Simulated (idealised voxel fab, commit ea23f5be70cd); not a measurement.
process module | voxel wiring stack
In the cross-section labelled cut, the width is 210 nm and each square cell is 5 nm.
Reading order for cross-sections: top band down to bottom band. Underlying form: a grid of square cells. Band size: one or more rows of cells.
Look at the band entry: it leads with the top's height and the bottom's height in nm. Then it lists the materials left to right, with a width in nm for each. The word "all across" on a single material says that material fills the band edge to edge. The word "empty" is empty space.
Height reference: 0 = level under which incoming wafer is all one material. Lowest band: no bottom, runs on downward, e.g. "0 -> down".
Think of "30..40" as a width that walks from the first number to the second as you go down the band, top row to bottom row, taking equal-sized steps from row to row.
Take "no change" at face value: in the step it is given for, the cross-section changed in none of its cells.
Entry "Sealed voids". Content: empty spaces with no open connection to the top, size 8 cells or greater. Each: width x height at distance. Distance: from left edge. Unit: nm.
after a step's settings: what the simulator itself notes on the step
You can add "overlay nm" to a step's line. For a step with a mask, it describes how far the mask lay to the right of its planned position, and a negative number describes a lay to the left.

Listed below are the process steps as planned
1,RECEIVE [material Si]
2,CONFORMAL_DEP [material SiO2] [thk nm 10]
3,DIRECTIONAL_DEP [material TiN] [thk nm 5]
4,DIRECTIONAL_DEP [material Ru] [thk nm 25]
5,DIRECTIONAL_DEP [material aC] [thk nm 10]
6,PATTERN [tone cover] [mask id METAL_1] [material resist] [width nm 25] [pitch nm 40] [thk nm 25] [overlay nm 0]
7,DIRECTIONAL_ETCH [etch materials aC] [depth nm 10]
8,STRIP [etch materials resist]
9,DIRECTIONAL_ETCH [etch materials Ru] [depth nm 25]
10,DIRECTIONAL_ETCH [etch materials TiN] [depth nm 5]
11,STRIP [etch materials aC]
12,FILL_DEP [material SiO2] [thk nm 5]
13,CMP [height nm 40]
14,CONFORMAL_DEP [material SiCN] [thk nm 5]
15,DIRECTIONAL_DEP [material SiO2] [thk nm 15]
16,MASKED_ETCH [tone open] [mask id PLUG_1] [width nm 15] [pitch nm 40] [etch materials SiO2] [depth nm 15] [overlay nm 0]
17,MASKED_ETCH [tone open] [mask id PLUG_1] [width nm 15] [pitch nm 40] [etch materials SiCN] [depth nm 5] [overlay nm 0]
18,CONFORMAL_DEP [material TiN] [thk nm 5]
19,FILL_DEP [material Ru] [thk nm 10]
20,CMP [height nm 60]
21,CONFORMAL_DEP [material SiN] [thk nm 5]
22,DIRECTIONAL_DEP [material lowk] [thk nm 15]
23,DIRECTIONAL_DEP [material aC] [thk nm 10]
24,PATTERN [tone open] [mask id METAL_2] [material resist] [width nm 15] [pitch nm 40] [thk nm 30] [overlay nm 0]
25,DIRECTIONAL_ETCH [etch materials aC] [depth nm 10]
26,STRIP [etch materials resist]
27,DIRECTIONAL_ETCH [etch materials lowk] [depth nm 15]
28,DIRECTIONAL_ETCH [etch materials SiN] [depth nm 5]
29,STRIP [etch materials aC]
30,CONFORMAL_DEP [material TiN] [thk nm 5]
31,FILL_DEP [material Cu] [thk nm 5]
32,CMP [height nm 80]
33,CONFORMAL_DEP [material SiCN] [thk nm 5]
34,DIRECTIONAL_DEP [material SiO2] [thk nm 30]
35,MASKED_ETCH [tone open] [mask id METAL_3_HOLES] [width nm 15] [pitch nm 80] [etch materials SiO2] [depth nm 30] [overlay nm 0]
36,DIRECTIONAL_DEP [material aC] [thk nm 15]
37,PATTERN [tone open] [mask id METAL_3] [material resist] [width nm 25] [pitch nm 40] [thk nm 30] [overlay nm 0]
38,DIRECTIONAL_ETCH [etch materials aC] [depth nm 15]
39,STRIP [etch materials resist]
40,DIRECTIONAL_ETCH [etch materials SiO2] [depth nm 20]
41,DIRECTIONAL_ETCH [etch materials SiCN] [depth nm 5]
42,STRIP [etch materials aC]
43,CONFORMAL_DEP [material TiN] [thk nm 5]
44,FILL_DEP [material Cu] [thk nm 10]
45,CMP [height nm 115]
46,CONFORMAL_DEP [material SiN] [thk nm 5]
The wafers are alike at the start. At step 24, their width nm differs. The plan lists the first wafer's value.

Cross-section of the first of several wafers on receipt, reflecting completion of step 1
* 0 -> down: Si all across
* Sealed voids: none

End-of-module cross-section, first of several wafers, after last step 46
* 120 -> 115: SiN all across
* 115 -> 100: SiO2 (30), then TiN (5), then Cu (15), then TiN (5), then SiO2 (15), then TiN (5), then Cu (15), then TiN (5), then SiO2 (15), then TiN (5), then Cu (15), then TiN (5), then SiO2 (15), then TiN (5), then Cu (15), then TiN (5), then SiO2 (35)
* 100 -> 95: SiO2 (30), then TiN (5), then Cu (5), then TiN (15), then SiO2 (15), then TiN (25), then SiO2 (15), then TiN (5), then Cu (5), then TiN (15), then SiO2 (15), then TiN (25), then SiO2 (35)
* 95 -> 85: SiO2 (30), then TiN (5), then Cu (5), then TiN (5), then SiO2 (65), then TiN (5), then Cu (5), then TiN (5), then SiO2 (85)
* 85 -> 80: SiCN (30), then TiN (15), then SiCN (65), then TiN (15), then SiCN (85)
* 80 -> 65: lowk (35), then TiN (5), then Cu (5), then TiN (5), then lowk (25), then TiN (5), then Cu (5), then TiN (5), then lowk (25), then TiN (5), then Cu (5), then TiN (5), then lowk (25), then TiN (5), then Cu (5), then TiN (5), then lowk (40)
* 65 -> 60: SiN (35), then TiN (15), then SiN (25), then TiN (15), then SiN (25), then TiN (15), then SiN (25), then TiN (15), then SiN (40)
* 60 -> 45: SiO2 (30), then TiN (5), then Ru (5), then TiN (5), then SiO2 (25), then TiN (5), then Ru (5), then TiN (5), then SiO2 (25), then TiN (5), then Ru (5), then TiN (5), then SiO2 (25), then TiN (5), then Ru (5), then TiN (5), then SiO2 (45)
* 45 -> 40: SiCN (30), then TiN (15), then SiCN (25), then TiN (15), then SiCN (25), then TiN (15), then SiCN (25), then TiN (15), then SiCN (45)
* 40 -> 15: SiO2 (30), then Ru (25), then SiO2 (15), then Ru (25), then SiO2 (15), then Ru (25), then SiO2 (15), then Ru (25), then SiO2 (35)
* 15 -> 10: SiO2 (30), then TiN (25), then SiO2 (15), then TiN (25), then SiO2 (15), then TiN (25), then SiO2 (15), then TiN (25), then SiO2 (35)
* 10 -> 0: SiO2 all across
* 0 -> down: Si all across
* Sealed voids: none

Last wafer x-sec, end of module
* 120 -> 115: SiN all across
* 115 -> 100: SiO2 (30), then TiN (5), then Cu (15), then TiN (5), then SiO2 (15), then TiN (5), then Cu (15), then TiN (5), then SiO2 (15), then TiN (5), then Cu (15), then TiN (5), then SiO2 (15), then TiN (5), then Cu (15), then TiN (5), then SiO2 (35)
* 100 -> 95: SiO2 (30), then TiN (5), then Cu (5), then TiN (15), then SiO2 (15), then TiN (25), then SiO2 (15), then TiN (5), then Cu (5), then TiN (15), then SiO2 (15), then TiN (25), then SiO2 (35)
* 95 -> 85: SiO2 (30), then TiN (5), then Cu (5), then TiN (5), then SiO2 (65), then TiN (5), then Cu (5), then TiN (5), then SiO2 (85)
* 85 -> 80: SiCN (30), then TiN (15), then SiCN (65), then TiN (15), then SiCN (85)
* 80 -> 65: lowk (30), then TiN (5), then Cu (15), then TiN (5), then lowk (15), then TiN (5), then Cu (15), then TiN (5), then lowk (15), then TiN (5), then Cu (15), then TiN (5), then lowk (15), then TiN (5), then Cu (15), then TiN (5), then lowk (35)
* 65 -> 60: SiN (30), then TiN (25), then SiN (15), then TiN (25), then SiN (15), then TiN (25), then SiN (15), then TiN (25), then SiN (35)
* 60 -> 45: SiO2 (30), then TiN (5), then Ru (5), then TiN (5), then SiO2 (25), then TiN (5), then Ru (5), then TiN (5), then SiO2 (25), then TiN (5), then Ru (5), then TiN (5), then SiO2 (25), then TiN (5), then Ru (5), then TiN (5), then SiO2 (45)
* 45 -> 40: SiCN (30), then TiN (15), then SiCN (25), then TiN (15), then SiCN (25), then TiN (15), then SiCN (25), then TiN (15), then SiCN (45)
* 40 -> 15: SiO2 (30), then Ru (25), then SiO2 (15), then Ru (25), then SiO2 (15), then Ru (25), then SiO2 (15), then Ru (25), then SiO2 (35)
* 15 -> 10: SiO2 (30), then TiN (25), then SiO2 (15), then TiN (25), then SiO2 (15), then TiN (25), then SiO2 (15), then TiN (25), then SiO2 (35)
* 10 -> 0: SiO2 all across
* 0 -> down: Si all across
* Sealed voids: none

The table below has one row for each wafer; a row shows, as of the end of the module, how many cells of each material the wafer has gained, marked (+), or lost, marked (-), since it was received, and then the wafer's closed voids
width nm 15; +54 Cu; +112 Ru; +66 SiCN; +72 SiN; +466 SiO2; +148 TiN; +90 lowk; Sealed voids: none
width nm 20; +66 Cu; +112 Ru; +66 SiCN; +68 SiN; +466 SiO2; +152 TiN; +78 lowk; Sealed voids: none
width nm 25; +78 Cu; +112 Ru; +66 SiCN; +64 SiN; +466 SiO2; +156 TiN; +66 lowk; Sealed voids: none
